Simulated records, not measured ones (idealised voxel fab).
process module | voxel ribs on slabs
cross-section cut | 190 nm wide | cells 5 nm
A cross-section is a grid of square cells, given in bands from the top down. A band is one or more rows of cells.
Each band's line starts with the height of the band's top and of its bottom, in nm. Then come its materials from left to right, each with its width in nm. One material with "throughout" fills the band from edge to edge. "air" is empty space.
Height 0 is the level under which the wafer as received is all one material. The lowest band goes on downwards, as in "0 down".
A width such as "30 to 40" changes by the same amount from each row of cells to the next, from the band's top row to its bottom row.
"no change" after a step means that no cell of the cross-section changed.
closed voids: empty space of 8 cells or more with no open way to the top, each as width x height at its distance from the left edge, in nm
after a step's settings: what the simulator itself notes on the step
overlay nm, on a step with a mask: how far to the right of its planned place the mask lay; to the left if negative
plan
1 op RECEIVE | material Si
2 op DIRECTIONAL_DEP | material SiO2 | thk nm 20
3 op DIRECTIONAL_DEP | material SiN | thk nm 20
4 op DIRECTIONAL_DEP | material aC | thk nm 15
5 op PATTERN | tone cover | mask id RIB | material resist | width nm 20 | thk nm 30 | overlay nm 0
6 op DIRECTIONAL_ETCH | etch materials aC | depth nm 15
7 op STRIP | etch materials resist
8 op DIRECTIONAL_ETCH | etch materials SiN | depth nm 10
9 op STRIP | etch materials aC
10 op PATTERN | tone cover | mask id SLAB | material resist | width nm 70 | thk nm 15 | overlay nm 0
11 op DIRECTIONAL_ETCH | etch materials SiN | depth nm 10
12 op STRIP | etch materials resist
13 op FILL_DEP | material SiO2 | thk nm 30
14 op CMP | height nm 60
15 op DIRECTIONAL_DEP | material W | thk nm 5
16 op DIRECTIONAL_DEP | material aC | thk nm 15
17 op PATTERN | tone cover | mask id HEATER | material resist | width nm 30 | thk nm 30 | overlay nm 0
18 op DIRECTIONAL_ETCH | etch materials aC | depth nm 15
19 op STRIP | etch materials resist
20 op DIRECTIONAL_ETCH | etch materials W | depth nm 5
21 op STRIP | etch materials aC
22 op CONFORMAL_DEP | material SiN | thk nm 5
as received, after step 1
  0 down: Si throughout
  closed voids: none
first wafer at the end, as planned
  70 to 65: air 75 | SiN 40 | air 75
  65 to 60: SiN 80 | W 30 | SiN 80
  60 to 40: SiO2 throughout
  40 to 30: SiO2 85 | SiN 20 | SiO2 85
  30 to 20: SiO2 60 | SiN 70 | SiO2 60
  20 to 0: SiO2 throughout
  0 down: Si throughout
  closed voids: none
second wafer at the end: like start, like plan, one mistake
  65 to 60: air 80 | W 30 | air 80
  60 to 40: SiO2 throughout
  40 to 30: SiO2 85 | SiN 20 | SiO2 85
  30 to 20: SiO2 60 | SiN 70 | SiO2 60
  20 to 0: SiO2 throughout
  0 down: Si throughout
  closed voids: none
what went wrong: step 22 was left out
at the end the second wafer has, in cells: 40 fewer of SiN
